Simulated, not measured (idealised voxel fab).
process module | voxel capacitor over wiring
cross-section cut | 300 nm wide | cells 5 nm
A cross-section is a grid of square cells, given in bands from the top down. A band is one or more rows of cells.
Each band's line starts with the height of the band's top and of its bottom, in nm. Then come its materials from left to right, each with its width in nm. One material with "throughout" fills the band from edge to edge. "air" is empty space.
Height 0 is the level under which the wafer as received is all one material. The lowest band goes on downwards, as in "0 down".
A width such as "30 to 40" changes by the same amount from each row of cells to the next, from the band's top row to its bottom row.
"no change" after a step means that no cell of the cross-section changed.
closed voids: empty space of 8 cells or more with no open way to the top, each as width x height at its distance from the left edge, in nm
after a step's settings: what the simulator itself notes on the step
overlay nm, on a step with a mask: how far to the right of its planned place the mask lay; to the left if negative
plan
1 op RECEIVE | material Si
2 op CONFORMAL_DEP | material SiO2 | thk nm 15
3 op DIRECTIONAL_DEP | material TiN | thk nm 5
4 op DIRECTIONAL_DEP | material W | thk nm 25
5 op PATTERN | tone cover | mask id METAL_1 | material resist | width nm 20 | pitch nm 85 | thk nm 20 | overlay nm 0
6 op DIRECTIONAL_ETCH | etch materials W | depth nm 25
7 op DIRECTIONAL_ETCH | etch materials TiN | depth nm 5
8 op STRIP | etch materials resist
9 op CONFORMAL_DEP | material SiN | thk nm 5
10 op FILL_DEP | material lowk | thk nm 10
11 op CMP | height nm 45
12 op CONFORMAL_DEP | material SiCN | thk nm 5
13 op DIRECTIONAL_DEP | material lowk | thk nm 15
14 op DIRECTIONAL_DEP | material aC | thk nm 10
15 op PATTERN | tone open | mask id PLUG_1 | material resist | width nm 15 | thk nm 30 | overlay nm 0
16 op DIRECTIONAL_ETCH | etch materials aC | depth nm 10
17 op STRIP | etch materials resist
18 op DIRECTIONAL_ETCH | etch materials lowk | depth nm 15
19 op DIRECTIONAL_ETCH | etch materials SiCN | depth nm 5
20 op STRIP | etch materials aC
21 op EPI | material Ru | thk nm 10
22 op EPI | material Ru | thk nm 10
23 op DIRECTIONAL_DEP | material TiN | thk nm 5
24 op DIRECTIONAL_DEP | material Al2O3 | thk nm 5
25 op DIRECTIONAL_DEP | material TiN | thk nm 10
26 op MASKED_ETCH | tone cover | mask id UPPER_PLATE | width nm 70 | etch materials TiN | depth nm 10 | overlay nm 0
27 op MASKED_ETCH | tone cover | mask id UPPER_PLATE | width nm 70 | etch materials Al2O3 | depth nm 5 | overlay nm 0
28 op DIRECTIONAL_DEP | material aC | thk nm 15
29 op PATTERN | tone cover | mask id LOWER_PLATE | material resist | width nm 80 | thk nm 30 | overlay nm 0
30 op DIRECTIONAL_ETCH | etch materials aC | depth nm 15
31 op STRIP | etch materials resist
32 op DIRECTIONAL_ETCH | etch materials TiN | depth nm 5
33 op STRIP | etch materials aC
34 op FILL_DEP | material SiO2 | thk nm 20
35 op CMP | height nm 100
36 op MASKED_ETCH | tone open | mask id PLUG_2 | width nm 15 | etch materials SiO2 | depth nm 15 | overlay nm 0
37 op CONFORMAL_DEP | material TiN | thk nm 5
38 op FILL_DEP | material Ru | thk nm 10
39 op CMP | height nm 100
40 op CONFORMAL_DEP | material SiN | thk nm 5
first wafer, as planned
as received, after step 1
  0 down: Si throughout
  closed voids: none
after step 2
  15 to 0: SiO2 throughout
  below 0: unchanged
after step 3
  20 to 15: TiN throughout
  below 15: unchanged
after step 4
  45 to 20: W throughout
  below 20: unchanged
after step 5
  65 to 45: air 95 | resist 20 | air 65 | resist 20 | air 100
  below 45: unchanged
after step 6
  65 to 45: air 95 | resist 20 | air 65 | resist 20 | air 100
  45 to 20: air 95 | W 20 | air 65 | W 20 | air 100
  below 20: unchanged
after step 7
  65 to 45: air 95 | resist 20 | air 65 | resist 20 | air 100
  45 to 20: air 95 | W 20 | air 65 | W 20 | air 100
  20 to 15: air 95 | TiN 20 | air 65 | TiN 20 | air 100
  below 15: unchanged
after step 8
  45 to 20: air 95 | W 20 | air 65 | W 20 | air 100
  below 20: unchanged
after step 9
  50 to 45: air 90 | SiN 30 | air 55 | SiN 30 | air 95
  45 to 20: air 90 | SiN 5 | W 20 | SiN 5 | air 55 | SiN 5 | W 20 | SiN 5 | air 95
  20 to 15: SiN 95 | TiN 20 | SiN 65 | TiN 20 | SiN 100
  below 15: unchanged
after step 10
  60 to 50: lowk throughout
  50 to 45: lowk 90 | SiN 30 | lowk 55 | SiN 30 | lowk 95
  45 to 20: lowk 90 | SiN 5 | W 20 | SiN 5 | lowk 55 | SiN 5 | W 20 | SiN 5 | lowk 95
  below 20: unchanged
after step 11
  45 to 20: lowk 90 | SiN 5 | W 20 | SiN 5 | lowk 55 | SiN 5 | W 20 | SiN 5 | lowk 95
  below 20: unchanged
after step 12
  50 to 45: SiCN throughout
  below 45: unchanged
after step 13
  65 to 50: lowk throughout
  below 50: unchanged
after step 14
  75 to 65: aC throughout
  below 65: unchanged
after step 15
  105 to 75: resist 100 | air 15 | resist 185
  below 75: unchanged
after step 16
  95 to 75: resist 100 | air 15 | resist 185
  75 to 65: aC 100 | air 15 | aC 185
  below 65: unchanged
after step 17
  75 to 65: aC 100 | air 15 | aC 185
  below 65: unchanged
after step 18
  75 to 65: aC 100 | air 15 | aC 185
  65 to 50: lowk 100 | air 15 | lowk 185
  below 50: unchanged
after step 19
  75 to 65: aC 100 | air 15 | aC 185
  65 to 50: lowk 100 | air 15 | lowk 185
  50 to 45: SiCN 100 | air 15 | SiCN 185
  below 45: unchanged
after step 20
  65 to 50: lowk 100 | air 15 | lowk 185
  below 50: unchanged
after step 21
  65 to 55: lowk 100 | air 15 | lowk 185
  55 to 50: lowk 100 | Ru 15 | lowk 185
  50 to 45: SiCN 100 | Ru 15 | SiCN 185
  below 45: unchanged
after step 22
  65 to 50: lowk 100 | Ru 15 | lowk 185
  below 50: unchanged
after step 23
  70 to 65: TiN throughout
  below 65: unchanged
after step 24
  75 to 70: Al2O3 throughout
  below 70: unchanged
after step 25
  85 to 75: TiN throughout
  below 75: unchanged
after step 26
  85 to 75: air 100 | TiN 70 | air 130
  below 75: unchanged
after step 27
  85 to 75: air 100 | TiN 70 | air 130
  75 to 70: air 100 | Al2O3 70 | air 130
  below 70: unchanged
after step 28
  100 to 85: air 100 | aC 70 | air 130
  85 to 75: aC 100 | TiN 70 | aC 130
  75 to 70: aC 100 | Al2O3 70 | aC 130
  below 70: unchanged
after step 29
  130 to 100: air 95 | resist 80 | air 125
  100 to 85: air 95 | resist 5 | aC 70 | resist 5 | air 125
  below 85: unchanged
after step 30
  115 to 100: air 95 | resist 80 | air 125
  100 to 85: air 95 | resist 5 | aC 70 | resist 5 | air 125
  85 to 75: air 95 | aC 5 | TiN 70 | aC 5 | air 125
  75 to 70: air 95 | aC 5 | Al2O3 70 | aC 5 | air 125
  below 70: unchanged
after step 31
  100 to 85: air 100 | aC 70 | air 130
  below 85: unchanged
after step 32
  100 to 85: air 100 | aC 70 | air 130
  85 to 75: air 95 | aC 5 | TiN 70 | aC 5 | air 125
  75 to 70: air 95 | aC 5 | Al2O3 70 | aC 5 | air 125
  70 to 65: air 95 | TiN 80 | air 125
  below 65: unchanged
after step 33
  85 to 75: air 100 | TiN 70 | air 130
  75 to 70: air 100 | Al2O3 70 | air 130
  below 70: unchanged
after step 34
  105 to 85: SiO2 throughout
  85 to 75: SiO2 100 | TiN 70 | SiO2 130
  75 to 70: SiO2 100 | Al2O3 70 | SiO2 130
  70 to 65: SiO2 95 | TiN 80 | SiO2 125
  below 65: unchanged
after step 35
  100 to 85: SiO2 throughout
  below 85: unchanged
after step 36
  100 to 85: SiO2 110 | air 15 | SiO2 175
  below 85: unchanged
after step 37
  105 to 100: TiN 115 | air 5 | TiN 180
  100 to 90: SiO2 110 | TiN 5 | air 5 | TiN 5 | SiO2 175
  90 to 85: SiO2 110 | TiN 15 | SiO2 175
  below 85: unchanged
after step 38
  115 to 105: Ru throughout
  105 to 100: TiN 115 | Ru 5 | TiN 180
  100 to 90: SiO2 110 | TiN 5 | Ru 5 | TiN 5 | SiO2 175
  below 90: unchanged
after step 39
  100 to 90: SiO2 110 | TiN 5 | Ru 5 | TiN 5 | SiO2 175
  below 90: unchanged
after step 40
  105 to 100: SiN throughout
  below 100: unchanged
second wafer: like start, like plan, one mistake. Through step 4 it matches the first wafer
when step 5 should have ended
  65 to 45: air 95 | resist 25 | air 60 | resist 25 | air 95
  below 45: unchanged
when step 6 should have ended
  65 to 45: air 95 | resist 25 | air 60 | resist 25 | air 95
  45 to 20: air 95 | W 25 | air 60 | W 25 | air 95
  below 20: unchanged
when step 7 should have ended
  65 to 45: air 95 | resist 25 | air 60 | resist 25 | air 95
  45 to 20: air 95 | W 25 | air 60 | W 25 | air 95
  20 to 15: air 95 | TiN 25 | air 60 | TiN 25 | air 95
  below 15: unchanged
when step 8 should have ended
  45 to 20: air 95 | W 25 | air 60 | W 25 | air 95
  below 20: unchanged
when step 9 should have ended
  50 to 45: air 90 | SiN 35 | air 50 | SiN 35 | air 90
  45 to 20: air 90 | SiN 5 | W 25 | SiN 5 | air 50 | SiN 5 | W 25 | SiN 5 | air 90
  20 to 15: SiN 95 | TiN 25 | SiN 60 | TiN 25 | SiN 95
  below 15: unchanged
when step 10 should have ended
  60 to 50: lowk throughout
  50 to 45: lowk 90 | SiN 35 | lowk 50 | SiN 35 | lowk 90
  45 to 20: lowk 90 | SiN 5 | W 25 | SiN 5 | lowk 50 | SiN 5 | W 25 | SiN 5 | lowk 90
  below 20: unchanged
when step 11 should have ended
  45 to 20: lowk 90 | SiN 5 | W 25 | SiN 5 | lowk 50 | SiN 5 | W 25 | SiN 5 | lowk 90
  below 20: unchanged
when step 12 should have ended
  50 to 45: SiCN throughout
  below 45: unchanged
when step 13 should have ended
  65 to 50: lowk throughout
  below 50: unchanged
when step 14 should have ended
  75 to 65: aC throughout
  below 65: unchanged
when step 15 should have ended
  105 to 75: resist 100 | air 15 | resist 185
  below 75: unchanged
when step 16 should have ended
  95 to 75: resist 100 | air 15 | resist 185
  75 to 65: aC 100 | air 15 | aC 185
  below 65: unchanged
when step 17 should have ended
  75 to 65: aC 100 | air 15 | aC 185
  below 65: unchanged
when step 18 should have ended
  75 to 65: aC 100 | air 15 | aC 185
  65 to 50: lowk 100 | air 15 | lowk 185
  below 50: unchanged
when step 19 should have ended
  75 to 65: aC 100 | air 15 | aC 185
  65 to 50: lowk 100 | air 15 | lowk 185
  50 to 45: SiCN 100 | air 15 | SiCN 185
  below 45: unchanged
when step 20 should have ended
  65 to 50: lowk 100 | air 15 | lowk 185
  below 50: unchanged
when step 21 should have ended
  65 to 55: lowk 100 | air 15 | lowk 185
  55 to 50: lowk 100 | Ru 15 | lowk 185
  50 to 45: SiCN 100 | Ru 15 | SiCN 185
  below 45: unchanged
when step 22 should have ended
  65 to 50: lowk 100 | Ru 15 | lowk 185
  below 50: unchanged
when step 23 should have ended
  70 to 65: TiN throughout
  below 65: unchanged
when step 24 should have ended
  75 to 70: Al2O3 throughout
  below 70: unchanged
when step 25 should have ended
  85 to 75: TiN throughout
  below 75: unchanged
when step 26 should have ended
  85 to 75: air 100 | TiN 70 | air 130
  below 75: unchanged
when step 27 should have ended
  85 to 75: air 100 | TiN 70 | air 130
  75 to 70: air 100 | Al2O3 70 | air 130
  below 70: unchanged
when step 28 should have ended
  100 to 85: air 100 | aC 70 | air 130
  85 to 75: aC 100 | TiN 70 | aC 130
  75 to 70: aC 100 | Al2O3 70 | aC 130
  below 70: unchanged
when step 29 should have ended
  130 to 100: air 95 | resist 80 | air 125
  100 to 85: air 95 | resist 5 | aC 70 | resist 5 | air 125
  below 85: unchanged
when step 30 should have ended
  115 to 100: air 95 | resist 80 | air 125
  100 to 85: air 95 | resist 5 | aC 70 | resist 5 | air 125
  85 to 75: air 95 | aC 5 | TiN 70 | aC 5 | air 125
  75 to 70: air 95 | aC 5 | Al2O3 70 | aC 5 | air 125
  below 70: unchanged
when step 31 should have ended
  100 to 85: air 100 | aC 70 | air 130
  below 85: unchanged
when step 32 should have ended
  100 to 85: air 100 | aC 70 | air 130
  85 to 75: air 95 | aC 5 | TiN 70 | aC 5 | air 125
  75 to 70: air 95 | aC 5 | Al2O3 70 | aC 5 | air 125
  70 to 65: air 95 | TiN 80 | air 125
  below 65: unchanged
when step 33 should have ended
  85 to 75: air 100 | TiN 70 | air 130
  75 to 70: air 100 | Al2O3 70 | air 130
  below 70: unchanged
when step 34 should have ended
  105 to 85: SiO2 throughout
  85 to 75: SiO2 100 | TiN 70 | SiO2 130
  75 to 70: SiO2 100 | Al2O3 70 | SiO2 130
  70 to 65: SiO2 95 | TiN 80 | SiO2 125
  below 65: unchanged
when step 35 should have ended
  100 to 85: SiO2 throughout
  below 85: unchanged
when step 36 should have ended
  100 to 85: SiO2 110 | air 15 | SiO2 175
  below 85: unchanged
when step 37 should have ended
  105 to 100: TiN 115 | air 5 | TiN 180
  100 to 90: SiO2 110 | TiN 5 | air 5 | TiN 5 | SiO2 175
  90 to 85: SiO2 110 | TiN 15 | SiO2 175
  below 85: unchanged
when step 38 should have ended
  115 to 105: Ru throughout
  105 to 100: TiN 115 | Ru 5 | TiN 180
  100 to 90: SiO2 110 | TiN 5 | Ru 5 | TiN 5 | SiO2 175
  below 90: unchanged
when step 39 should have ended
  100 to 90: SiO2 110 | TiN 5 | Ru 5 | TiN 5 | SiO2 175
  below 90: unchanged
when step 40 should have ended
  105 to 100: SiN throughout
  below 100: unchanged
what went wrong: step 5 ran as: op PATTERN | tone cover | mask id METAL_1 | material resist | width nm 25 | pitch nm 85 | thk nm 20 | overlay nm 0
at the end the second wafer has, in cells: 2 fewer of SiN | 2 more of TiN | 10 more of W | 10 fewer of lowk
